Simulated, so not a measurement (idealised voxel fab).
process module | voxel ribs on slabs
cross-section cut | 165 nm wide | cells 5 nm
A cross-section is a grid of square cells, given in bands from the top down. A band is one or more rows of cells.
Each band's line starts with the height of the band's top and of its bottom, in nm. Then come its materials from left to right, each with its width in nm. One material with "throughout" fills the band from edge to edge. "air" is empty space.
Height 0 is the level under which the wafer as received is all one material. The lowest band goes on downwards, as in "0 down".
A width such as "30 to 40" changes by the same amount from each row of cells to the next, from the band's top row to its bottom row.
"no change" after a step means that no cell of the cross-section changed.
closed voids: empty space of 8 cells or more with no open way to the top, each as width x height at its distance from the left edge, in nm
after a step's settings: what the simulator itself notes on the step
overlay nm, on a step with a mask: how far to the right of its planned place the mask lay; to the left if negative
plan
1 op RECEIVE | material Si
2 op DIRECTIONAL_DEP | material SiO2 | thk nm 25
3 op DIRECTIONAL_DEP | material SiN | thk nm 25
4 op MASKED_ETCH | tone cover | mask id RIB | width nm 25 | etch materials SiN | depth nm 15 | overlay nm 0
5 op DIRECTIONAL_DEP | material aC | thk nm 15
6 op PATTERN | tone cover | mask id SLAB | material resist | width nm 55 | thk nm 30 | overlay nm 0
7 op DIRECTIONAL_ETCH | etch materials aC | depth nm 15
8 op STRIP | etch materials resist
9 op DIRECTIONAL_ETCH | etch materials SiN | depth nm 10
10 op STRIP | etch materials aC
11 op FILL_DEP | material SiO2 | thk nm 15
12 op CMP | height nm 65
13 op DIRECTIONAL_DEP | material W | thk nm 5
14 op PATTERN | tone cover | mask id HEATER | material resist | width nm 35 | thk nm 20 | overlay nm 0
15 op DIRECTIONAL_ETCH | etch materials W | depth nm 5
16 op STRIP | etch materials resist
17 op CONFORMAL_DEP | material SiO2 | thk nm 5
varied across the wafers: thk nm of step 2. The plan shows the first wafer's value. All wafers start alike
first wafer as received, after step 1
  0 down: Si throughout
  closed voids: none
each wafer at the end: cells of each material gained (+) or lost (-) since it was received, then its closed voids
thk nm 25 | +37 SiN | +427 SiO2 | +7 W | closed voids: none
thk nm 30 | +37 SiN | +427 SiO2 | +7 W | closed voids: none
thk nm 35 | +37 SiN | +427 SiO2 | +7 W | closed voids: none
thk nm 40 | +37 SiN | +427 SiO2 | +7 W | closed voids: none
thk nm 45 | +32 SiN | +432 SiO2 | +7 W | closed voids: none
